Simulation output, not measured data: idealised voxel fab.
The document below concerns the process module designated voxel capacitor over wiring.
Shown is cross-section cut, with a width of 245 nm and square cells of size 5 nm.
Cross-sections here: square-cell grids, written as top-down lists of bands, a band being one or more rows of cells. Read a band's entry like this: the first values are the height of its top and the height of its bottom in nm, and what follows is the sequence of materials from left to right, each with its width in nm. Note that "blank" is empty space, and that a single material marked "all across" reaches across the band from edge to edge. Zero point of the height axis is 0; under it, received wafer = one material. Lowest band: continues down indefinitely, "0 and below". The expression "30..40" gives the width at the extremes of the band, the first number at its top row of cells and the second at its bottom row, with the width changing by equal amounts from each row to the next in between. For the purposes of this document, the phrase "remained unchanged" attached to a step denotes that no cell within the cross-section was modified by that step. Empty spaces without an open route to the top, at least 8 cells in extent, make up the entry "Completely enclosed voids"; each is given as width x height at distance, where the distance is measured from the left edge, and all are in nm. Heads up: the bit after the settings on a step's line is the simulator's remark on that step. overlay nm: for a step with a mask, the amount by which the mask lay right of where it was planned; a negative amount means left of it.
The following list gives the planned process steps:
1. RECEIVE [material Si]
2. CONFORMAL_DEP [material SiO2] [thk nm 15]
3. DIRECTIONAL_DEP [material TiN] [thk nm 5]
4. DIRECTIONAL_DEP [material Ru] [thk nm 20]
5. PATTERN [tone cover] [mask id METAL_1] [material resist] [width nm 25] [pitch nm 75] [thk nm 20] [overlay nm 0]
6. DIRECTIONAL_ETCH [etch materials Ru] [depth nm 20]
7. DIRECTIONAL_ETCH [etch materials TiN] [depth nm 5]
8. STRIP [etch materials resist]
9. CONFORMAL_DEP [material SiN] [thk nm 5]
10. FILL_DEP [material lowk] [thk nm 10]
11. CMP [height nm 40]
12. CONFORMAL_DEP [material SiCN] [thk nm 5]
13. DIRECTIONAL_DEP [material SiO2] [thk nm 10]
14. PATTERN [tone open] [mask id PLUG_1] [material resist] [width nm 15] [thk nm 20] [overlay nm 0]
15. DIRECTIONAL_ETCH [etch materials SiO2] [depth nm 10]
16. DIRECTIONAL_ETCH [etch materials SiCN] [depth nm 5]
17. STRIP [etch materials resist]
18. CONFORMAL_DEP [material TiN] [thk nm 5]
19. FILL_DEP [material Ru] [thk nm 5]
20. CMP [height nm 55]
21. DIRECTIONAL_DEP [material TiN] [thk nm 5]
22. DIRECTIONAL_DEP [material HfO2] [thk nm 5]
23. DIRECTIONAL_DEP [material TiN] [thk nm 10]
24. DIRECTIONAL_DEP [material aC] [thk nm 10]
25. PATTERN [tone cover] [mask id UPPER_PLATE] [material resist] [width nm 55] [thk nm 30] [overlay nm 0]
26. DIRECTIONAL_ETCH [etch materials aC] [depth nm 10]
27. STRIP [etch materials resist]
28. DIRECTIONAL_ETCH [etch materials TiN] [depth nm 10]
29. DIRECTIONAL_ETCH [etch materials HfO2] [depth nm 5]
30. STRIP [etch materials aC]
31. DIRECTIONAL_DEP [material aC] [thk nm 15]
32. PATTERN [tone cover] [mask id LOWER_PLATE] [material resist] [width nm 65] [thk nm 30] [overlay nm 0]
33. DIRECTIONAL_ETCH [etch materials aC] [depth nm 15]
34. STRIP [etch materials resist]
35. DIRECTIONAL_ETCH [etch materials TiN] [depth nm 5]
36. STRIP [etch materials aC]
37. FILL_DEP [material SiO2] [thk nm 20]
38. CMP [height nm 90]
39. DIRECTIONAL_DEP [material aC] [thk nm 10]
40. PATTERN [tone open] [mask id PLUG_2] [material resist] [width nm 15] [thk nm 30] [overlay nm 0]
41. DIRECTIONAL_ETCH [etch materials aC] [depth nm 10]
42. STRIP [etch materials resist]
43. DIRECTIONAL_ETCH [etch materials SiO2] [depth nm 15]
44. STRIP [etch materials aC]
45. CONFORMAL_DEP [material TiN] [thk nm 5]
46. FILL_DEP [material Cu] [thk nm 10]
47. CMP [height nm 90]
48. CONFORMAL_DEP [material SiCN] [thk nm 5]
First of two wafers: run as planned:
As-received state of the wafer in cross-section, equivalent to post-step 1:
> 0 and below  Si all across
> Completely enclosed voids: none
After step 2: wafer cross-section:
> 15 down to 0  SiO2 all across
> Note: structure below 0 unchanged.
After step 3: wafer cross-section:
> 20 down to 15  TiN all across
> Note: structure below 15 unchanged.
After step 4: wafer cross-section:
> 40 down to 20  Ru all across
> Note: structure below 20 unchanged.
After step 5: wafer cross-section:
> 60 down to 40  70 nm blank, 25 nm resist, 50 nm blank, 25 nm resist, 75 nm blank
> Note: structure below 40 unchanged.
After step 6: wafer cross-section:
> 60 down to 40  70 nm blank, 25 nm resist, 50 nm blank, 25 nm resist, 75 nm blank
> 40 down to 20  70 nm blank, 25 nm Ru, 50 nm blank, 25 nm Ru, 75 nm blank
> Note: structure below 20 unchanged.
After step 7: wafer cross-section:
> 60 down to 40  70 nm blank, 25 nm resist, 50 nm blank, 25 nm resist, 75 nm blank
> 40 down to 20  70 nm blank, 25 nm Ru, 50 nm blank, 25 nm Ru, 75 nm blank
> 20 down to 15  70 nm blank, 25 nm TiN, 50 nm blank, 25 nm TiN, 75 nm blank
> Note: structure below 15 unchanged.
After step 8: wafer cross-section:
> 40 down to 20  70 nm blank, 25 nm Ru, 50 nm blank, 25 nm Ru, 75 nm blank
> Note: structure below 20 unchanged.
After step 9: wafer cross-section:
> 45 down to 40  65 nm blank, 35 nm SiN, 40 nm blank, 35 nm SiN, 70 nm blank
> 40 down to 20  65 nm blank, 5 nm SiN, 25 nm Ru, 5 nm SiN, 40 nm blank, 5 nm SiN, 25 nm Ru, 5 nm SiN, 70 nm blank
> 20 down to 15  70 nm SiN, 25 nm TiN, 50 nm SiN, 25 nm TiN, 75 nm SiN
> Note: structure below 15 unchanged.
After step 10: wafer cross-section:
> 55 down to 45  lowk all across
> 45 down to 40  65 nm lowk, 35 nm SiN, 40 nm lowk, 35 nm SiN, 70 nm lowk
> 40 down to 20  65 nm lowk, 5 nm SiN, 25 nm Ru, 5 nm SiN, 40 nm lowk, 5 nm SiN, 25 nm Ru, 5 nm SiN, 70 nm lowk
> Note: structure below 20 unchanged.
After step 11: wafer cross-section:
> 40 down to 20  65 nm lowk, 5 nm SiN, 25 nm Ru, 5 nm SiN, 40 nm lowk, 5 nm SiN, 25 nm Ru, 5 nm SiN, 70 nm lowk
> Note: structure below 20 unchanged.
After step 12: wafer cross-section:
> 45 down to 40  SiCN all across
> Note: structure below 40 unchanged.
After step 13: wafer cross-section:
> 55 down to 45  SiO2 all across
> Note: structure below 45 unchanged.
After step 14: wafer cross-section:
> 75 down to 55  80 nm resist, 15 nm blank, 150 nm resist
> Note: structure below 55 unchanged.
After step 15: wafer cross-section:
> 75 down to 55  80 nm resist, 15 nm blank, 150 nm resist
> 55 down to 45  80 nm SiO2, 15 nm blank, 150 nm SiO2
> Note: structure below 45 unchanged.
After step 16: wafer cross-section:
> 75 down to 55  80 nm resist, 15 nm blank, 150 nm resist
> 55 down to 45  80 nm SiO2, 15 nm blank, 150 nm SiO2
> 45 down to 40  80 nm SiCN, 15 nm blank, 150 nm SiCN
> Note: structure below 40 unchanged.
After step 17: wafer cross-section:
> 55 down to 45  80 nm SiO2, 15 nm blank, 150 nm SiO2
> Note: structure below 45 unchanged.
After step 18: wafer cross-section:
> 60 down to 55  85 nm TiN, 5 nm blank, 155 nm TiN
> 55 down to 45  80 nm SiO2, 5 nm TiN, 5 nm blank, 5 nm TiN, 150 nm SiO2
> 45 down to 40  80 nm SiCN, 15 nm TiN, 150 nm SiCN
> Note: structure below 40 unchanged.
After step 19: wafer cross-section:
> 65 down to 60  Ru all across
> 60 down to 55  85 nm TiN, 5 nm Ru, 155 nm TiN
> 55 down to 45  80 nm SiO2, 5 nm TiN, 5 nm Ru, 5 nm TiN, 150 nm SiO2
> Note: structure below 45 unchanged.
After step 20: wafer cross-section:
> 55 down to 45  80 nm SiO2, 5 nm TiN, 5 nm Ru, 5 nm TiN, 150 nm SiO2
> Note: structure below 45 unchanged.
After step 21: wafer cross-section:
> 60 down to 55  TiN all across
> Note: structure below 55 unchanged.
After step 22: wafer cross-section:
> 65 down to 60  HfO2 all across
> Note: structure below 60 unchanged.
After step 23: wafer cross-section:
> 75 down to 65  TiN all across
> Note: structure below 65 unchanged.
After step 24: wafer cross-section:
> 85 down to 75  aC all across
> Note: structure below 75 unchanged.
After step 25: wafer cross-section:
> 115 down to 85  80 nm blank, 55 nm resist, 110 nm blank
> Note: structure below 85 unchanged.
After step 26: wafer cross-section:
> 105 down to 85  80 nm blank, 55 nm resist, 110 nm blank
> 85 down to 75  80 nm blank, 55 nm aC, 110 nm blank
> Note: structure below 75 unchanged.
After step 27: wafer cross-section:
> 85 down to 75  80 nm blank, 55 nm aC, 110 nm blank
> Note: structure below 75 unchanged.
After step 28: wafer cross-section:
> 85 down to 75  80 nm blank, 55 nm aC, 110 nm blank
> 75 down to 65  80 nm blank, 55 nm TiN, 110 nm blank
> Note: structure below 65 unchanged.
After step 29: wafer cross-section:
> 85 down to 75  80 nm blank, 55 nm aC, 110 nm blank
> 75 down to 65  80 nm blank, 55 nm TiN, 110 nm blank
> 65 down to 60  80 nm blank, 55 nm HfO2, 110 nm blank
> Note: structure below 60 unchanged.
After step 30: wafer cross-section:
> 75 down to 65  80 nm blank, 55 nm TiN, 110 nm blank
> Note: structure below 65 unchanged.
After step 31: wafer cross-section:
> 90 down to 75  80 nm blank, 55 nm aC, 110 nm blank
> 75 down to 65  80 nm aC, 55 nm TiN, 110 nm aC
> 65 down to 60  80 nm aC, 55 nm HfO2, 110 nm aC
> Note: structure below 60 unchanged.
After step 32: wafer cross-section:
> 120 down to 90  75 nm blank, 65 nm resist, 105 nm blank
> 90 down to 75  75 nm blank, 5 nm resist, 55 nm aC, 5 nm resist, 105 nm blank
> Note: structure below 75 unchanged.
After step 33: wafer cross-section:
> 105 down to 90  75 nm blank, 65 nm resist, 105 nm blank
> 90 down to 75  75 nm blank, 5 nm resist, 55 nm aC, 5 nm resist, 105 nm blank
> 75 down to 65  75 nm blank, 5 nm aC, 55 nm TiN, 5 nm aC, 105 nm blank
> 65 down to 60  75 nm blank, 5 nm aC, 55 nm HfO2, 5 nm aC, 105 nm blank
> Note: structure below 60 unchanged.
After step 34: wafer cross-section:
> 90 down to 75  80 nm blank, 55 nm aC, 110 nm blank
> Note: structure below 75 unchanged.
After step 35: wafer cross-section:
> 90 down to 75  80 nm blank, 55 nm aC, 110 nm blank
> 75 down to 65  75 nm blank, 5 nm aC, 55 nm TiN, 5 nm aC, 105 nm blank
> 65 down to 60  75 nm blank, 5 nm aC, 55 nm HfO2, 5 nm aC, 105 nm blank
> 60 down to 55  75 nm blank, 65 nm TiN, 105 nm blank
> Note: structure below 55 unchanged.
After step 36: wafer cross-section:
> 75 down to 65  80 nm blank, 55 nm TiN, 110 nm blank
> 65 down to 60  80 nm blank, 55 nm HfO2, 110 nm blank
> Note: structure below 60 unchanged.
After step 37: wafer cross-section:
> 95 down to 75  SiO2 all across
> 75 down to 65  80 nm SiO2, 55 nm TiN, 110 nm SiO2
> 65 down to 60  80 nm SiO2, 55 nm HfO2, 110 nm SiO2
> 60 down to 55  75 nm SiO2, 65 nm TiN, 105 nm SiO2
> Note: structure below 55 unchanged.
After step 38: wafer cross-section:
> 90 down to 75  SiO2 all across
> Note: structure below 75 unchanged.
After step 39: wafer cross-section:
> 100 down to 90  aC all across
> Note: structure below 90 unchanged.
After step 40: wafer cross-section:
> 130 down to 100  90 nm resist, 15 nm blank, 140 nm resist
> Note: structure below 100 unchanged.
After step 41: wafer cross-section:
> 120 down to 100  90 nm resist, 15 nm blank, 140 nm resist
> 100 down to 90  90 nm aC, 15 nm blank, 140 nm aC
> Note: structure below 90 unchanged.
After step 42: wafer cross-section:
> 100 down to 90  90 nm aC, 15 nm blank, 140 nm aC
> Note: structure below 90 unchanged.
After step 43: wafer cross-section:
> 100 down to 90  90 nm aC, 15 nm blank, 140 nm aC
> 90 down to 75  90 nm SiO2, 15 nm blank, 140 nm SiO2
> Note: structure below 75 unchanged.
After step 44: wafer cross-section:
> 90 down to 75  90 nm SiO2, 15 nm blank, 140 nm SiO2
> Note: structure below 75 unchanged.
After step 45: wafer cross-section:
> 95 down to 90  95 nm TiN, 5 nm blank, 145 nm TiN
> 90 down to 80  90 nm SiO2, 5 nm TiN, 5 nm blank, 5 nm TiN, 140 nm SiO2
> 80 down to 75  90 nm SiO2, 15 nm TiN, 140 nm SiO2
> Note: structure below 75 unchanged.
After step 46: wafer cross-section:
> 105 down to 95  Cu all across
> 95 down to 90  95 nm TiN, 5 nm Cu, 145 nm TiN
> 90 down to 80  90 nm SiO2, 5 nm TiN, 5 nm Cu, 5 nm TiN, 140 nm SiO2
> Note: structure below 80 unchanged.
After step 47: wafer cross-section:
> 90 down to 80  90 nm SiO2, 5 nm TiN, 5 nm Cu, 5 nm TiN, 140 nm SiO2
> Note: structure below 80 unchanged.
After step 48: wafer cross-section:
> 95 down to 90  SiCN all across
> Note: structure below 90 unchanged.
The remaining wafer, second of the two, started like the first and was run to the same plan, except that one mistake was made along the way; the two coincide through step 2, inclusive:
What the second wafer looks like in cross-section when step 3 should have wrapped up:
> 35 down to 15  Ru all across
> Note: structure below 15 unchanged.
What the second wafer looks like in cross-section when step 4 should have wrapped up:
> 40 down to 35  TiN all across
> Note: structure below 35 unchanged.
What the second wafer looks like in cross-section when step 5 should have wrapped up:
> 60 down to 40  70 nm blank, 25 nm resist, 50 nm blank, 25 nm resist, 75 nm blank
> Note: structure below 40 unchanged.
What the second wafer looks like in cross-section when step 6 should have wrapped up: remained unchanged
What the second wafer looks like in cross-section when step 7 should have wrapped up:
> 60 down to 40  70 nm blank, 25 nm resist, 50 nm blank, 25 nm resist, 75 nm blank
> 40 down to 35  70 nm blank, 25 nm TiN, 50 nm blank, 25 nm TiN, 75 nm blank
> Note: structure below 35 unchanged.
What the second wafer looks like in cross-section when step 8 should have wrapped up:
> 40 down to 35  70 nm blank, 25 nm TiN, 50 nm blank, 25 nm TiN, 75 nm blank
> Note: structure below 35 unchanged.
What the second wafer looks like in cross-section when step 9 should have wrapped up:
> 45 down to 40  65 nm blank, 35 nm SiN, 40 nm blank, 35 nm SiN, 70 nm blank
> 40 down to 35  70 nm SiN, 25 nm TiN, 50 nm SiN, 25 nm TiN, 75 nm SiN
> Note: structure below 35 unchanged.
What the second wafer looks like in cross-section when step 10 should have wrapped up:
> 55 down to 45  lowk all across
> 45 down to 40  65 nm lowk, 35 nm SiN, 40 nm lowk, 35 nm SiN, 70 nm lowk
> Note: structure below 40 unchanged.
What the second wafer looks like in cross-section when step 11 should have wrapped up:
> 40 down to 35  70 nm SiN, 25 nm TiN, 50 nm SiN, 25 nm TiN, 75 nm SiN
> Note: structure below 35 unchanged.
What the second wafer looks like in cross-section when step 12 should have wrapped up:
> 45 down to 40  SiCN all across
> Note: structure below 40 unchanged.
What the second wafer looks like in cross-section when step 13 should have wrapped up:
> 55 down to 45  SiO2 all across
> Note: structure below 45 unchanged.
What the second wafer looks like in cross-section when step 14 should have wrapped up:
> 75 down to 55  80 nm resist, 15 nm blank, 150 nm resist
> Note: structure below 55 unchanged.
What the second wafer looks like in cross-section when step 15 should have wrapped up:
> 75 down to 55  80 nm resist, 15 nm blank, 150 nm resist
> 55 down to 45  80 nm SiO2, 15 nm blank, 150 nm SiO2
> Note: structure below 45 unchanged.
What the second wafer looks like in cross-section when step 16 should have wrapped up:
> 75 down to 55  80 nm resist, 15 nm blank, 150 nm resist
> 55 down to 45  80 nm SiO2, 15 nm blank, 150 nm SiO2
> 45 down to 40  80 nm SiCN, 15 nm blank, 150 nm SiCN
> Note: structure below 40 unchanged.
What the second wafer looks like in cross-section when step 17 should have wrapped up:
> 55 down to 45  80 nm SiO2, 15 nm blank, 150 nm SiO2
> Note: structure below 45 unchanged.
What the second wafer looks like in cross-section when step 18 should have wrapped up:
> 60 down to 55  85 nm TiN, 5 nm blank, 155 nm TiN
> 55 down to 45  80 nm SiO2, 5 nm TiN, 5 nm blank, 5 nm TiN, 150 nm SiO2
> 45 down to 40  80 nm SiCN, 15 nm TiN, 150 nm SiCN
> Note: structure below 40 unchanged.
What the second wafer looks like in cross-section when step 19 should have wrapped up:
> 65 down to 60  Ru all across
> 60 down to 55  85 nm TiN, 5 nm Ru, 155 nm TiN
> 55 down to 45  80 nm SiO2, 5 nm TiN, 5 nm Ru, 5 nm TiN, 150 nm SiO2
> Note: structure below 45 unchanged.
What the second wafer looks like in cross-section when step 20 should have wrapped up:
> 55 down to 45  80 nm SiO2, 5 nm TiN, 5 nm Ru, 5 nm TiN, 150 nm SiO2
> Note: structure below 45 unchanged.
What the second wafer looks like in cross-section when step 21 should have wrapped up:
> 60 down to 55  TiN all across
> Note: structure below 55 unchanged.
What the second wafer looks like in cross-section when step 22 should have wrapped up:
> 65 down to 60  HfO2 all across
> Note: structure below 60 unchanged.
What the second wafer looks like in cross-section when step 23 should have wrapped up:
> 75 down to 65  TiN all across
> Note: structure below 65 unchanged.
What the second wafer looks like in cross-section when step 24 should have wrapped up:
> 85 down to 75  aC all across
> Note: structure below 75 unchanged.
What the second wafer looks like in cross-section when step 25 should have wrapped up:
> 115 down to 85  80 nm blank, 55 nm resist, 110 nm blank
> Note: structure below 85 unchanged.
What the second wafer looks like in cross-section when step 26 should have wrapped up:
> 105 down to 85  80 nm blank, 55 nm resist, 110 nm blank
> 85 down to 75  80 nm blank, 55 nm aC, 110 nm blank
> Note: structure below 75 unchanged.
What the second wafer looks like in cross-section when step 27 should have wrapped up:
> 85 down to 75  80 nm blank, 55 nm aC, 110 nm blank
> Note: structure below 75 unchanged.
What the second wafer looks like in cross-section when step 28 should have wrapped up:
> 85 down to 75  80 nm blank, 55 nm aC, 110 nm blank
> 75 down to 65  80 nm blank, 55 nm TiN, 110 nm blank
> Note: structure below 65 unchanged.
What the second wafer looks like in cross-section when step 29 should have wrapped up:
> 85 down to 75  80 nm blank, 55 nm aC, 110 nm blank
> 75 down to 65  80 nm blank, 55 nm TiN, 110 nm blank
> 65 down to 60  80 nm blank, 55 nm HfO2, 110 nm blank
> Note: structure below 60 unchanged.
What the second wafer looks like in cross-section when step 30 should have wrapped up:
> 75 down to 65  80 nm blank, 55 nm TiN, 110 nm blank
> Note: structure below 65 unchanged.
What the second wafer looks like in cross-section when step 31 should have wrapped up:
> 90 down to 75  80 nm blank, 55 nm aC, 110 nm blank
> 75 down to 65  80 nm aC, 55 nm TiN, 110 nm aC
> 65 down to 60  80 nm aC, 55 nm HfO2, 110 nm aC
> Note: structure below 60 unchanged.
What the second wafer looks like in cross-section when step 32 should have wrapped up:
> 120 down to 90  75 nm blank, 65 nm resist, 105 nm blank
> 90 down to 75  75 nm blank, 5 nm resist, 55 nm aC, 5 nm resist, 105 nm blank
> Note: structure below 75 unchanged.
What the second wafer looks like in cross-section when step 33 should have wrapped up:
> 105 down to 90  75 nm blank, 65 nm resist, 105 nm blank
> 90 down to 75  75 nm blank, 5 nm resist, 55 nm aC, 5 nm resist, 105 nm blank
> 75 down to 65  75 nm blank, 5 nm aC, 55 nm TiN, 5 nm aC, 105 nm blank
> 65 down to 60  75 nm blank, 5 nm aC, 55 nm HfO2, 5 nm aC, 105 nm blank
> Note: structure below 60 unchanged.
What the second wafer looks like in cross-section when step 34 should have wrapped up:
> 90 down to 75  80 nm blank, 55 nm aC, 110 nm blank
> Note: structure below 75 unchanged.
What the second wafer looks like in cross-section when step 35 should have wrapped up:
> 90 down to 75  80 nm blank, 55 nm aC, 110 nm blank
> 75 down to 65  75 nm blank, 5 nm aC, 55 nm TiN, 5 nm aC, 105 nm blank
> 65 down to 60  75 nm blank, 5 nm aC, 55 nm HfO2, 5 nm aC, 105 nm blank
> 60 down to 55  75 nm blank, 65 nm TiN, 105 nm blank
> Note: structure below 55 unchanged.
What the second wafer looks like in cross-section when step 36 should have wrapped up:
> 75 down to 65  80 nm blank, 55 nm TiN, 110 nm blank
> 65 down to 60  80 nm blank, 55 nm HfO2, 110 nm blank
> Note: structure below 60 unchanged.
What the second wafer looks like in cross-section when step 37 should have wrapped up:
> 95 down to 75  SiO2 all across
> 75 down to 65  80 nm SiO2, 55 nm TiN, 110 nm SiO2
> 65 down to 60  80 nm SiO2, 55 nm HfO2, 110 nm SiO2
> 60 down to 55  75 nm SiO2, 65 nm TiN, 105 nm SiO2
> Note: structure below 55 unchanged.
What the second wafer looks like in cross-section when step 38 should have wrapped up:
> 90 down to 75  SiO2 all across
> Note: structure below 75 unchanged.
What the second wafer looks like in cross-section when step 39 should have wrapped up:
> 100 down to 90  aC all across
> Note: structure below 90 unchanged.
What the second wafer looks like in cross-section when step 40 should have wrapped up:
> 130 down to 100  90 nm resist, 15 nm blank, 140 nm resist
> Note: structure below 100 unchanged.
What the second wafer looks like in cross-section when step 41 should have wrapped up:
> 120 down to 100  90 nm resist, 15 nm blank, 140 nm resist
> 100 down to 90  90 nm aC, 15 nm blank, 140 nm aC
> Note: structure below 90 unchanged.
What the second wafer looks like in cross-section when step 42 should have wrapped up:
> 100 down to 90  90 nm aC, 15 nm blank, 140 nm aC
> Note: structure below 90 unchanged.
What the second wafer looks like in cross-section when step 43 should have wrapped up:
> 100 down to 90  90 nm aC, 15 nm blank, 140 nm aC
> 90 down to 75  90 nm SiO2, 15 nm blank, 140 nm SiO2
> Note: structure below 75 unchanged.
What the second wafer looks like in cross-section when step 44 should have wrapped up:
> 90 down to 75  90 nm SiO2, 15 nm blank, 140 nm SiO2
> Note: structure below 75 unchanged.
What the second wafer looks like in cross-section when step 45 should have wrapped up:
> 95 down to 90  95 nm TiN, 5 nm blank, 145 nm TiN
> 90 down to 80  90 nm SiO2, 5 nm TiN, 5 nm blank, 5 nm TiN, 140 nm SiO2
> 80 down to 75  90 nm SiO2, 15 nm TiN, 140 nm SiO2
> Note: structure below 75 unchanged.
What the second wafer looks like in cross-section when step 46 should have wrapped up:
> 105 down to 95  Cu all across
> 95 down to 90  95 nm TiN, 5 nm Cu, 145 nm TiN
> 90 down to 80  90 nm SiO2, 5 nm TiN, 5 nm Cu, 5 nm TiN, 140 nm SiO2
> Note: structure below 80 unchanged.
What the second wafer looks like in cross-section when step 47 should have wrapped up:
> 90 down to 80  90 nm SiO2, 5 nm TiN, 5 nm Cu, 5 nm TiN, 140 nm SiO2
> Note: structure below 80 unchanged.
What the second wafer looks like in cross-section when step 48 should have wrapped up:
> 95 down to 90  SiCN all across
> Note: structure below 90 unchanged.
Run error: order of steps 3 and 4 inverted relative to the plan
Final tally in cells, some materials are higher or lower on the second wafer than on the first: 156 more of Ru | 16 fewer of SiN | 140 fewer of lowk
